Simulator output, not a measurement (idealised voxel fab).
Process module name: voxel self aligned contacts
It is cross-section cut that appears here, measuring 215 nm in width, its square cells being 5 nm in size.
Throughout this document, each cross-section is represented as a grid of square cells and is presented as a sequence of bands enumerated from the top downward, where a band comprises one or more rows of cells.
For a band, the entry starts with two heights in nm, that of the top and then that of the bottom, and carries on with the band's materials in order from left to right, each alongside its width in nm; the word "throughout" beside a single material means it fills the band edge to edge, and "blank" means empty space.
A quick word on heights: they are counted from 0, and under that level the wafer as it came to us is one material throughout. The lowest band is different from the rest in having no bottom; it simply continues downward, written as in "from 0 down".
A width such as "30 to 40" changes by the same amount from each row of cells to the next, from the band's top row to its bottom row.
No cell of the cross-section changed in a step that is given as "everything unchanged".
Closed-off voids of 8+ cells (no open route to the top) go in "Tabulated closed voids", written width x height at distance from the left edge, in nm.
It should be noted that, on the line of a given step, the content following the step's settings is a remark produced by the simulator itself with respect to that step.
Among the settings permitted on a step's line is "overlay nm"; applied to a step with a mask, it specifies the extent to which the mask lay to the right of its planned position, whereas a negative figure signifies a position to the left.
**This section lists the process steps that were planned**
1: RECEIVE [material Si]
2: OXIDIZE [depth nm 5]
3: DIRECTIONAL_DEP [material polySi] [thk nm 30]
4: DIRECTIONAL_DEP [material SiN] [thk nm 20]
5: DIRECTIONAL_DEP [material aC] [thk nm 10]
6: PATTERN [tone cover] [mask id GATE] [material resist] [width nm 25] [pitch nm 60] [thk nm 25] [overlay nm 0]
7: DIRECTIONAL_ETCH [etch materials aC] [depth nm 10]
8: STRIP [etch materials resist]
9: DIRECTIONAL_ETCH [etch materials SiN] [depth nm 20]
10: DIRECTIONAL_ETCH [etch materials polySi] [depth nm 30]
11: STRIP [etch materials aC]
12: CONFORMAL_DEP [material SiN] [thk nm 5]
13: DIRECTIONAL_ETCH [etch materials SiN] [depth nm 5]
14: FILL_DEP [material SiO2] [thk nm 10]
15: CMP [height nm 55]
16: PATTERN [tone open] [mask id CONTACT] [material resist] [width nm 45] [thk nm 15] [overlay nm 0]
17: DIRECTIONAL_ETCH [etch materials SiO2] [depth nm 60]
18: STRIP [etch materials resist]
19: CONFORMAL_DEP [material TiN] [thk nm 5]
20: FILL_DEP [material Ru] [thk nm 10]
21: CMP [height nm 55]
22: CONFORMAL_DEP [material SiN] [thk nm 5]
**Of two wafers, the first: run according to plan**
**Cross-section of the wafer at receipt, which is the condition after step 1**
- from 0 down  Si throughout
- Tabulated closed voids: none
**Cross-section: wafer state after step 2**
- from 0 to -5  SiO2 throughout
- Under -5: no change, same as before.
**Cross-section: wafer state after step 3**
- from 30 to 0  polySi throughout
- Under 0: no change, same as before.
**Cross-section: wafer state after step 4**
- from 50 to 30  SiN throughout
- Under 30: no change, same as before.
**Cross-section: wafer state after step 5**
- from 60 to 50  aC throughout
- Under 50: no change, same as before.
**Cross-section: wafer state after step 6**
- from 85 to 60  65 of blank, 25 of resist, 35 of blank, 25 of resist, 65 of blank
- Under 60: no change, same as before.
**Cross-section: wafer state after step 7**
- from 75 to 60  65 of blank, 25 of resist, 35 of blank, 25 of resist, 65 of blank
- from 60 to 50  65 of blank, 25 of aC, 35 of blank, 25 of aC, 65 of blank
- Under 50: no change, same as before.
**Cross-section: wafer state after step 8**
- from 60 to 50  65 of blank, 25 of aC, 35 of blank, 25 of aC, 65 of blank
- Under 50: no change, same as before.
**Cross-section: wafer state after step 9**
- from 60 to 50  65 of blank, 25 of aC, 35 of blank, 25 of aC, 65 of blank
- from 50 to 30  65 of blank, 25 of SiN, 35 of blank, 25 of SiN, 65 of blank
- Under 30: no change, same as before.
**Cross-section: wafer state after step 10**
- from 60 to 50  65 of blank, 25 of aC, 35 of blank, 25 of aC, 65 of blank
- from 50 to 30  65 of blank, 25 of SiN, 35 of blank, 25 of SiN, 65 of blank
- from 30 to 0  65 of blank, 25 of polySi, 35 of blank, 25 of polySi, 65 of blank
- Under 0: no change, same as before.
**Cross-section: wafer state after step 11**
- from 50 to 30  65 of blank, 25 of SiN, 35 of blank, 25 of SiN, 65 of blank
- Under 30: no change, same as before.
**Cross-section: wafer state after step 12**
- from 55 to 30  60 of blank, 35 of SiN, 25 of blank, 35 of SiN, 60 of blank
- from 30 to 5  60 of blank, 5 of SiN, 25 of polySi, 5 of SiN, 25 of blank, 5 of SiN, 25 of polySi, 5 of SiN, 60 of blank
- from 5 to 0  65 of SiN, 25 of polySi, 35 of SiN, 25 of polySi, 65 of SiN
- Under 0: no change, same as before.
**Cross-section: wafer state after step 13**
- from 50 to 30  60 of blank, 35 of SiN, 25 of blank, 35 of SiN, 60 of blank
- from 30 to 0  60 of blank, 5 of SiN, 25 of polySi, 5 of SiN, 25 of blank, 5 of SiN, 25 of polySi, 5 of SiN, 60 of blank
- Under 0: no change, same as before.
**Cross-section: wafer state after step 14**
- from 60 to 50  SiO2 throughout
- from 50 to 30  60 of SiO2, 35 of SiN, 25 of SiO2, 35 of SiN, 60 of SiO2
- from 30 to 0  60 of SiO2, 5 of SiN, 25 of polySi, 5 of SiN, 25 of SiO2, 5 of SiN, 25 of polySi, 5 of SiN, 60 of SiO2
- Under 0: no change, same as before.
**Cross-section: wafer state after step 15**
- from 55 to 50  SiO2 throughout
- Under 50: no change, same as before.
**Cross-section: wafer state after step 16**
- from 70 to 55  85 of resist, 45 of blank, 85 of resist
- Under 55: no change, same as before.
**Cross-section: wafer state after step 17**
- from 70 to 55  85 of resist, 45 of blank, 85 of resist
- from 55 to 50  85 of SiO2, 45 of blank, 85 of SiO2
- from 50 to 30  60 of SiO2, 35 of SiN, 25 of blank, 35 of SiN, 60 of SiO2
- from 30 to 0  60 of SiO2, 5 of SiN, 25 of polySi, 5 of SiN, 25 of blank, 5 of SiN, 25 of polySi, 5 of SiN, 60 of SiO2
- from 0 to -5  95 of SiO2, 25 of blank, 95 of SiO2
- Under -5: no change, same as before.
**Cross-section: wafer state after step 18**
- from 55 to 50  85 of SiO2, 45 of blank, 85 of SiO2
- Under 50: no change, same as before.
**Cross-section: wafer state after step 19**
- from 60 to 55  90 of TiN, 35 of blank, 90 of TiN
- from 55 to 50  85 of SiO2, 15 of TiN, 15 of blank, 15 of TiN, 85 of SiO2
- from 50 to 30  60 of SiO2, 35 of SiN, 5 of TiN, 15 of blank, 5 of TiN, 35 of SiN, 60 of SiO2
- from 30 to 0  60 of SiO2, 5 of SiN, 25 of polySi, 5 of SiN, 5 of TiN, 15 of blank, 5 of TiN, 5 of SiN, 25 of polySi, 5 of SiN, 60 of SiO2
- from 0 to -5  95 of SiO2, 25 of TiN, 95 of SiO2
- Under -5: no change, same as before.
**Cross-section: wafer state after step 20**
- from 70 to 60  Ru throughout
- from 60 to 55  90 of TiN, 35 of Ru, 90 of TiN
- from 55 to 50  85 of SiO2, 15 of TiN, 15 of Ru, 15 of TiN, 85 of SiO2
- from 50 to 30  60 of SiO2, 35 of SiN, 5 of TiN, 15 of Ru, 5 of TiN, 35 of SiN, 60 of SiO2
- from 30 to 0  60 of SiO2, 5 of SiN, 25 of polySi, 5 of SiN, 5 of TiN, 15 of Ru, 5 of TiN, 5 of SiN, 25 of polySi, 5 of SiN, 60 of SiO2
- Under 0: no change, same as before.
**Cross-section: wafer state after step 21**
- from 55 to 50  85 of SiO2, 15 of TiN, 15 of Ru, 15 of TiN, 85 of SiO2
- Under 50: no change, same as before.
**Cross-section: wafer state after step 22**
- from 60 to 55  SiN throughout
- Under 55: no change, same as before.
**It is to be noted that the second wafer proceeded from the same initial state and according to the same plan as the first, although one mistake was committed in its execution; through step 3, inclusive, the two wafers share an identical history**
**Second wafer, section view, time point: scheduled end of step 4**
- from 70 to 30  SiN throughout
- Under 30: no change, same as before.
**Second wafer, section view, time point: scheduled end of step 5**
- from 80 to 70  aC throughout
- Under 70: no change, same as before.
**Second wafer, section view, time point: scheduled end of step 6**
- from 105 to 80  65 of blank, 25 of resist, 35 of blank, 25 of resist, 65 of blank
- Under 80: no change, same as before.
**Second wafer, section view, time point: scheduled end of step 7**
- from 95 to 80  65 of blank, 25 of resist, 35 of blank, 25 of resist, 65 of blank
- from 80 to 70  65 of blank, 25 of aC, 35 of blank, 25 of aC, 65 of blank
- Under 70: no change, same as before.
**Second wafer, section view, time point: scheduled end of step 8**
- from 80 to 70  65 of blank, 25 of aC, 35 of blank, 25 of aC, 65 of blank
- Under 70: no change, same as before.
**Second wafer, section view, time point: scheduled end of step 9**
- from 80 to 70  65 of blank, 25 of aC, 35 of blank, 25 of aC, 65 of blank
- from 70 to 50  65 of blank, 25 of SiN, 35 of blank, 25 of SiN, 65 of blank
- Under 50: no change, same as before.
Second wafer, section view, time point: scheduled end of step 10: everything unchanged
**Second wafer, section view, time point: scheduled end of step 11**
- from 70 to 50  65 of blank, 25 of SiN, 35 of blank, 25 of SiN, 65 of blank
- Under 50: no change, same as before.
**Second wafer, section view, time point: scheduled end of step 12**
- from 75 to 55  60 of blank, 35 of SiN, 25 of blank, 35 of SiN, 60 of blank
- from 55 to 30  SiN throughout
- Under 30: no change, same as before.
**Second wafer, section view, time point: scheduled end of step 13**
- from 70 to 50  60 of blank, 35 of SiN, 25 of blank, 35 of SiN, 60 of blank
- Under 50: no change, same as before.
**Second wafer, section view, time point: scheduled end of step 14**
- from 80 to 70  SiO2 throughout
- from 70 to 50  60 of SiO2, 35 of SiN, 25 of SiO2, 35 of SiN, 60 of SiO2
- Under 50: no change, same as before.
**Second wafer, section view, time point: scheduled end of step 15**
- from 55 to 50  60 of SiO2, 35 of SiN, 25 of SiO2, 35 of SiN, 60 of SiO2
- Under 50: no change, same as before.
**Second wafer, section view, time point: scheduled end of step 16**
- from 70 to 55  85 of resist, 45 of blank, 85 of resist
- Under 55: no change, same as before.
**Second wafer, section view, time point: scheduled end of step 17**
- from 70 to 55  85 of resist, 45 of blank, 85 of resist
- from 55 to 50  60 of SiO2, 35 of SiN, 25 of blank, 35 of SiN, 60 of SiO2
- Under 50: no change, same as before.
**Second wafer, section view, time point: scheduled end of step 18**
- from 55 to 50  60 of SiO2, 35 of SiN, 25 of blank, 35 of SiN, 60 of SiO2
- Under 50: no change, same as before.
**Second wafer, section view, time point: scheduled end of step 19**
- from 60 to 55  100 of TiN, 15 of blank, 100 of TiN
- from 55 to 50  60 of SiO2, 35 of SiN, 25 of TiN, 35 of SiN, 60 of SiO2
- Under 50: no change, same as before.
**Second wafer, section view, time point: scheduled end of step 20**
- from 70 to 60  Ru throughout
- from 60 to 55  100 of TiN, 15 of Ru, 100 of TiN
- Under 55: no change, same as before.
**Second wafer, section view, time point: scheduled end of step 21**
- from 55 to 50  60 of SiO2, 35 of SiN, 25 of TiN, 35 of SiN, 60 of SiO2
- Under 50: no change, same as before.
**Second wafer, section view, time point: scheduled end of step 22**
- from 60 to 55  SiN throughout
- Under 55: no change, same as before.
what went wrong: step 4 of the plan saw execution twice
at the end the second wafer has, in cells: -33 Ru | +106 SiN | -245 SiO2 | -26 TiN | +198 polySi
